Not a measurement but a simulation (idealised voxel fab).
This section sets out a process module, namely voxel transistor to metal.
Shown is cross-section cut, with a width of 195 nm and square cells of size 5 nm.
This document writes a cross-section as a grid whose cells are square, and gives it as bands, listed from the top down; one or more rows of cells form a band. Each band's line starts with the height of the band's top and of its bottom, in nm. Then come its materials from left to right, each with its width in nm. One material with "edge to edge" fills the band from edge to edge. "empty" is empty space. Note: height 0 marks the level under which the wafer is uniformly one material as received. Lowest band unbounded below, written "0 and below". Top row gets the first number, bottom row gets the second, and each row in between changes by the same step: that is how a band width like "30->40" works. "left unchanged" after a step means that no cell of the cross-section changed. "Sealed cavities" lists enclosed empty spaces (at least 8 cells, no open path upward to the top), each as width x height at distance from the left edge, in nm. That trailing text on a step's line, after the settings, is the simulator's own remark on the step. The "overlay nm" setting may appear on a step's line; for a step that uses a mask, it gives how far to the right of its planned position the mask lay, and a negative value indicates the left.
[Steps in the process plan]
1) RECEIVE (material Si)
2) OXIDIZE (depth nm 5)
3) CONFORMAL_DEP (material SiN; thk nm 10)
4) MASKED_ETCH (tone cover; mask id ACTIVE; width nm 115; etch materials SiN; depth nm 10; overlay nm 0)
5) MASKED_ETCH (tone cover; mask id ACTIVE; width nm 115; etch materials SiO2; depth nm 5; overlay nm 0)
6) MASKED_ETCH (tone cover; mask id ACTIVE; width nm 115; etch materials Si; depth nm 30; overlay nm 0)
7) FILL_DEP (material SiO2; thk nm 15)
8) CMP (height nm 10)
9) SELECTIVE_ETCH (etch materials SiO2; depth nm 10)
10) STRIP (etch materials SiN)
11) SELECTIVE_ETCH (etch materials SiO2; depth nm 5)
12) OXIDIZE (depth nm 5)
13) DIRECTIONAL_DEP (material polySi; thk nm 25)
14) DIRECTIONAL_DEP (material SiCN; thk nm 15)
15) PATTERN (tone cover; mask id GATE; material resist; width nm 25; thk nm 15; overlay nm 0)
16) DIRECTIONAL_ETCH (etch materials SiCN; depth nm 25)
17) DIRECTIONAL_ETCH (etch materials polySi; depth nm 35)
18) STRIP (etch materials resist)
19) CONFORMAL_DEP (material SiN; thk nm 10)
20) DIRECTIONAL_ETCH (etch materials SiN; depth nm 10)
21) DIRECTIONAL_ETCH (etch materials SiO2; depth nm 5)
22) EPI (material SiGe; thk nm 5)
23) FILL_DEP (material SiO2; thk nm 5)
24) CMP (height nm 20)
25) STRIP (etch materials polySi)
26) SELECTIVE_ETCH (etch materials SiO2; depth nm 5)
27) CONFORMAL_DEP (material HfO2; thk nm 5)
28) CONFORMAL_DEP (material TiN; thk nm 5)
29) FILL_DEP (material W; thk nm 10)
30) CMP (height nm 15)
31) DIRECTIONAL_DEP (material SiO2; thk nm 10)
32) MASKED_ETCH (tone open; mask id CONTACT; width nm 15; pitch nm 80; etch materials SiO2; depth nm 30; overlay nm 0)
33) CONFORMAL_DEP (material TiN; thk nm 5)
34) FILL_DEP (material W; thk nm 10)
35) CMP (height nm 25)
36) CONFORMAL_DEP (material SiCN; thk nm 5)
37) DIRECTIONAL_DEP (material SiO2; thk nm 15)
38) MASKED_ETCH (tone open; mask id METAL_1; width nm 15; pitch nm 80; etch materials SiO2; depth nm 15; overlay nm 0)
39) MASKED_ETCH (tone open; mask id METAL_1; width nm 15; pitch nm 80; etch materials SiCN; depth nm 5; overlay nm 0)
40) CONFORMAL_DEP (material TiN; thk nm 5)
41) FILL_DEP (material W; thk nm 10)
42) CMP (height nm 45)
43) CONFORMAL_DEP (material SiCN; thk nm 5)
44) DIRECTIONAL_DEP (material SiO2; thk nm 35)
45) MASKED_ETCH (tone open; mask id METAL_2; width nm 15; pitch nm 80; etch materials SiO2; depth nm 20; overlay nm 0)
46) DIRECTIONAL_DEP (material aC; thk nm 15)
47) PATTERN (tone open; mask id METAL_2_HOLES; material resist; width nm 15; pitch nm 80; thk nm 30; overlay nm 0)
48) DIRECTIONAL_ETCH (etch materials aC; depth nm 15)
49) STRIP (etch materials resist)
50) DIRECTIONAL_ETCH (etch materials SiO2; depth nm 15)
51) DIRECTIONAL_ETCH (etch materials SiCN; depth nm 5)
52) STRIP (etch materials aC)
53) CONFORMAL_DEP (material TiN; thk nm 5)
54) FILL_DEP (material Ru; thk nm 10)
55) CMP (height nm 85)
56) CONFORMAL_DEP (material SiN; thk nm 5)
For this document, wafers share an identical start and vary in the step 15 width nm; the plan quotes the first wafer's value.
[The first of several wafers as received, shown in cross-section; this is its state after step 1]
    0 and below  Si edge to edge
    Sealed cavities: none
[End-of-module cross-section, first of several wafers, after last step 56]
    90 down to 85  SiN edge to edge
    85 down to 50  SiO2 (50), then TiN (5), then Ru (5), then TiN (5), then SiO2 (65), then TiN (5), then Ru (5), then TiN (5), then SiO2 (50)
    50 down to 45  SiCN (50), then TiN (15), then SiCN (65), then TiN (15), then SiCN (50)
    45 down to 30  SiO2 (50), then TiN (5), then W (5), then TiN (5), then SiO2 (65), then TiN (5), then W (5), then TiN (5), then SiO2 (50)
    30 down to 25  SiCN (50), then TiN (15), then SiCN (65), then TiN (15), then SiCN (50)
    25 down to 15  SiO2 (50), then TiN (5), then W (5), then TiN (5), then SiO2 (65), then TiN (5), then W (5), then TiN (5), then SiO2 (50)
    15 down to 0  SiO2 (50), then TiN (5), then W (5), then TiN (5), then SiO2 (10), then SiN (10), then HfO2 (5), then TiN (5), then W (5), then TiN (5), then HfO2 (5), then SiN (10), then SiO2 (10), then TiN (5), then W (5), then TiN (5), then SiO2 (50)
    0 down to -5  SiO2 (50), then TiN (15), then SiO2 (10), then SiN (10), then HfO2 (5), then TiN (15), then HfO2 (5), then SiN (10), then SiO2 (10), then TiN (15), then SiO2 (50)
    -5 down to -10  SiO2 (35), then SiGe (40), then SiO2 (5), then HfO2 (35), then SiO2 (5), then SiGe (40), then SiO2 (35)
    -10 down to -35  SiO2 (40), then Si (115), then SiO2 (40)
    -35 and below  Si edge to edge
    Sealed cavities: none
[Last wafer of the set, cross-sectioned at end of module]
    90 down to 85  SiN edge to edge
    85 down to 50  SiO2 (50), then TiN (5), then Ru (5), then TiN (5), then SiO2 (65), then TiN (5), then Ru (5), then TiN (5), then SiO2 (50)
    50 down to 45  SiCN (50), then TiN (15), then SiCN (65), then TiN (15), then SiCN (50)
    45 down to 30  SiO2 (50), then TiN (5), then W (5), then TiN (5), then SiO2 (65), then TiN (5), then W (5), then TiN (5), then SiO2 (50)
    30 down to 25  SiCN (50), then TiN (15), then SiCN (65), then TiN (15), then SiCN (50)
    25 down to 20  SiO2 (50), then TiN (5), then W (5), then TiN (5), then SiO2 (65), then TiN (5), then W (5), then TiN (5), then SiO2 (50)
    20 down to 15  SiO2 (50), then TiN (5), then W (5), then TiN (5), then SiO2 (65), then TiN (15), then SiO2 (50)
    15 down to 0  SiO2 (50), then TiN (5), then W (5), then TiN (5), then SiN (10), then HfO2 (5), then TiN (5), then W (30), then TiN (5), then HfO2 (5), then SiN (10), then TiN (10), then SiO2 (50)
    0 down to -5  SiO2 (50), then TiN (15), then SiN (10), then HfO2 (5), then TiN (40), then HfO2 (5), then SiN (10), then TiN (10), then SiO2 (50)
    -5 down to -10  SiO2 (35), then SiGe (30), then SiO2 (5), then HfO2 (60), then SiO2 (5), then SiGe (25), then SiO2 (35)
    -10 down to -35  SiO2 (40), then Si (115), then SiO2 (40)
    -35 and below  Si edge to edge
    Sealed cavities: none
[Per wafer (row), end of module: delta in cells per material since receipt, (+) for gained, (-) for lost; closed voids after that]
width nm 25, +15 HfO2, +14 Ru, -158 Si, +66 SiCN, +16 SiGe, +55 SiN, +588 SiO2, +87 TiN, +19 W, Sealed cavities: none
width nm 30, +16 HfO2, +14 Ru, -158 Si, +66 SiCN, +15 SiGe, +55 SiN, +584 SiO2, +88 TiN, +22 W, Sealed cavities: none
width nm 35, +17 HfO2, +14 Ru, -158 Si, +66 SiCN, +14 SiGe, +55 SiN, +580 SiO2, +89 TiN, +25 W, Sealed cavities: none
width nm 40, +18 HfO2, +14 Ru, -158 Si, +66 SiCN, +13 SiGe, +55 SiN, +576 SiO2, +90 TiN, +28 W, Sealed cavities: none
width nm 45, +19 HfO2, +14 Ru, -158 Si, +66 SiCN, +12 SiGe, +55 SiN, +572 SiO2, +91 TiN, +31 W, Sealed cavities: none
width nm 50, +20 HfO2, +14 Ru, -158 Si, +66 SiCN, +11 SiGe, +55 SiN, +572 SiO2, +92 TiN, +30 W, Sealed cavities: none
